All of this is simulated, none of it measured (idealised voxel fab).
Process module, titled voxel wiring stack
The width of the displayed cross-section, cut, is 265 nm; its cells are square, with a size of 5 nm.
A cross-section is a grid of square cells, given in bands from the top down. A band is one or more rows of cells. Band: top height; bottom height; in nm. Then, left to right: material with width in nm, for each material. "everywhere": a single material spanning edge to edge. "air": empty space. All heights in this document are referenced to 0, defined as the level beneath which the wafer, as received, consists entirely of one material. The lowest band is not bounded below; it extends indefinitely downward and is written in the form "from 0 down". A width such as "30..40" changes by the same amount from each row of cells to the next, from the band's top row to its bottom row. You'll sometimes find "remains unaltered" written for a step, and that's the way of saying that nowhere in the cross-section did a cell change during that step. Listed in "Closed empty spaces": every empty space of 8 or more cells without an open way to the top. Form: width x height at distance, the distance being from the left edge, all in nm. Whatever follows a step's settings on its line is a remark the simulator itself makes about that step. What "overlay nm" on a step's line means: if the step has a mask, that mask lay this far to the right of its planned place, or, when the value is negative, to the left.
## Intended process steps
1 RECEIVE: material Si
2 CONFORMAL_DEP: material SiO2, thk nm 15
3 DIRECTIONAL_DEP: material TiN, thk nm 5
4 DIRECTIONAL_DEP: material Ru, thk nm 25
5 MASKED_ETCH: tone cover, mask id METAL_1, width nm 20, pitch nm 35, etch materials Ru, depth nm 25, overlay nm 0
6 MASKED_ETCH: tone cover, mask id METAL_1, width nm 20, pitch nm 35, etch materials TiN, depth nm 5, overlay nm 0
7 CONFORMAL_DEP: material SiCN, thk nm 5
8 FILL_DEP: material lowk, thk nm 5
9 CMP: height nm 45
10 CONFORMAL_DEP: material SiCN, thk nm 5
11 DIRECTIONAL_DEP: material SiO2, thk nm 30
12 MASKED_ETCH: tone open, mask id METAL_2, width nm 20, pitch nm 35, etch materials SiO2, depth nm 15, overlay nm 0
13 DIRECTIONAL_DEP: material aC, thk nm 10
14 PATTERN: tone open, mask id METAL_2_HOLES, material resist, width nm 15, pitch nm 70, thk nm 25, overlay nm 0
15 DIRECTIONAL_ETCH: etch materials aC, depth nm 10
16 STRIP: etch materials resist
17 DIRECTIONAL_ETCH: etch materials SiO2, depth nm 15
18 DIRECTIONAL_ETCH: etch materials SiCN, depth nm 5
19 STRIP: etch materials aC
20 CONFORMAL_DEP: material TiN, thk nm 5
21 FILL_DEP: material Ru, thk nm 10
22 CMP: height nm 80
23 CONFORMAL_DEP: material SiCN, thk nm 5
24 DIRECTIONAL_DEP: material lowk, thk nm 15
25 MASKED_ETCH: tone open, mask id PLUG_2, width nm 15, pitch nm 35, etch materials lowk, depth nm 15, overlay nm 0
26 MASKED_ETCH: tone open, mask id PLUG_2, width nm 15, pitch nm 35, etch materials SiCN, depth nm 5, overlay nm -15
27 CONFORMAL_DEP: material TiN, thk nm 5
28 FILL_DEP: material Cu, thk nm 10
29 CMP: height nm 100
30 DIRECTIONAL_DEP: material TiN, thk nm 5
31 DIRECTIONAL_DEP: material W, thk nm 15
32 DIRECTIONAL_DEP: material aC, thk nm 15
33 PATTERN: tone cover, mask id METAL_3, material resist, width nm 20, pitch nm 35, thk nm 35, overlay nm 0
34 DIRECTIONAL_ETCH: etch materials aC, depth nm 15
35 STRIP: etch materials resist
36 DIRECTIONAL_ETCH: etch materials W, depth nm 15
37 DIRECTIONAL_ETCH: etch materials TiN, depth nm 5
38 STRIP: etch materials aC
39 CONFORMAL_DEP: material SiCN, thk nm 5
40 FILL_DEP: material SiO2, thk nm 10
41 CMP: height nm 120
42 CONFORMAL_DEP: material SiN, thk nm 5
For clarity, it should be stated that the wafers under discussion commence in an identical condition and differ with respect to the overlay nm of step 26, the plan indicating the value that the first wafer had.
## The first of several wafers, as received after step 1, seen in section
- from 0 down  Si everywhere
- Closed empty spaces: none
## Cross-section of the first of several wafers once the module has run through its last step, step 42
- from 125 to 120  SiN everywhere
- from 120 to 105  SiO2 (80), SiCN (5), W (20), SiCN (5), SiO2 (5), SiCN (5), W (20), SiCN (5), SiO2 (5), SiCN (5), W (20), SiCN (5), SiO2 (85)
- from 105 to 100  SiCN (85), TiN (20), SiCN (15), TiN (20), SiCN (15), TiN (20), SiCN (90)
- from 100 to 90  lowk (85), TiN (5), Cu (5), TiN (5), lowk (20), TiN (5), Cu (5), TiN (5), lowk (20), TiN (5), Cu (5), TiN (5), lowk (95)
- from 90 to 85  lowk (85), TiN (15), lowk (20), TiN (15), lowk (20), TiN (15), lowk (95)
- from 85 to 80  SiCN everywhere
- from 80 to 70  SiO2 (85), TiN (5), Ru (10), TiN (5), SiO2 (15), TiN (5), Ru (10), TiN (5), SiO2 (15), TiN (5), Ru (10), TiN (5), SiO2 (90)
- from 70 to 65  SiO2 (85), TiN (5), Ru (5), TiN (10), SiO2 (15), TiN (20), SiO2 (15), TiN (5), Ru (5), TiN (10), SiO2 (90)
- from 65 to 50  SiO2 (85), TiN (5), Ru (5), TiN (5), SiO2 (55), TiN (5), Ru (5), TiN (5), SiO2 (95)
- from 50 to 45  SiCN (85), TiN (15), SiCN (55), TiN (15), SiCN (95)
- from 45 to 20  lowk (80), SiCN (5), Ru (20), SiCN (5), lowk (5), SiCN (5), Ru (20), SiCN (5), lowk (5), SiCN (5), Ru (20), SiCN (5), lowk (85)
- from 20 to 15  SiCN (85), TiN (20), SiCN (15), TiN (20), SiCN (15), TiN (20), SiCN (90)
- from 15 to 0  SiO2 everywhere
- from 0 down  Si everywhere
- Closed empty spaces: none
## Cross-sectional view, end of module, last wafer of several
- from 125 to 120  SiN everywhere
- from 120 to 105  SiO2 (80), SiCN (5), W (20), SiCN (5), SiO2 (5), SiCN (5), W (20), SiCN (5), SiO2 (5), SiCN (5), W (20), SiCN (5), SiO2 (85)
- from 105 to 100  SiCN (85), TiN (20), SiCN (15), TiN (20), SiCN (15), TiN (20), SiCN (90)
- from 100 to 90  lowk (85), TiN (5), Cu (5), TiN (5), lowk (20), TiN (5), Cu (5), TiN (5), lowk (20), TiN (5), Cu (5), TiN (5), lowk (95)
- from 90 to 85  lowk (85), TiN (15), lowk (20), TiN (15), lowk (20), TiN (15), lowk (95)
- from 85 to 80  SiCN everywhere
- from 80 to 70  SiO2 (85), TiN (5), Ru (10), TiN (5), SiO2 (15), TiN (5), Ru (10), TiN (5), SiO2 (15), TiN (5), Ru (10), TiN (5), SiO2 (90)
- from 70 to 65  SiO2 (85), TiN (5), Ru (5), TiN (10), SiO2 (15), TiN (20), SiO2 (15), TiN (5), Ru (5), TiN (10), SiO2 (90)
- from 65 to 50  SiO2 (85), TiN (5), Ru (5), TiN (5), SiO2 (55), TiN (5), Ru (5), TiN (5), SiO2 (95)
- from 50 to 45  SiCN (85), TiN (15), SiCN (55), TiN (15), SiCN (95)
- from 45 to 20  lowk (80), SiCN (5), Ru (20), SiCN (5), lowk (5), SiCN (5), Ru (20), SiCN (5), lowk (5), SiCN (5), Ru (20), SiCN (5), lowk (85)
- from 20 to 15  SiCN (85), TiN (20), SiCN (15), TiN (20), SiCN (15), TiN (20), SiCN (90)
- from 15 to 0  SiO2 everywhere
- from 0 down  Si everywhere
- Closed empty spaces: none
## Note: the following table is arranged by wafer, a row apiece. Each row reports the end-of-module state: per material, cells gained (+) or cells lost (-) compared with the wafer as received; closed voids follow
overlay nm -15 | +6 Cu | +80 Ru | +230 SiCN | +53 SiN | +528 SiO2 | +85 TiN | +36 W | +307 lowk | Closed empty spaces: none
overlay nm -10 | +6 Cu | +80 Ru | +227 SiCN | +53 SiN | +528 SiO2 | +88 TiN | +36 W | +307 lowk | Closed empty spaces: none
overlay nm -5 | +6 Cu | +80 Ru | +224 SiCN | +53 SiN | +528 SiO2 | +91 TiN | +36 W | +307 lowk | Closed empty spaces: none
overlay nm 0 | +9 Cu | +80 Ru | +221 SiCN | +53 SiN | +528 SiO2 | +91 TiN | +36 W | +307 lowk | Closed empty spaces: none
overlay nm 5 | +6 Cu | +80 Ru | +224 SiCN | +53 SiN | +528 SiO2 | +91 TiN | +36 W | +307 lowk | Closed empty spaces: none
overlay nm 10 | +6 Cu | +80 Ru | +227 SiCN | +53 SiN | +528 SiO2 | +88 TiN | +36 W | +307 lowk | Closed empty spaces: none
overlay nm 15 | +6 Cu | +80 Ru | +230 SiCN | +53 SiN | +528 SiO2 | +85 TiN | +36 W | +307 lowk | Closed empty spaces: none
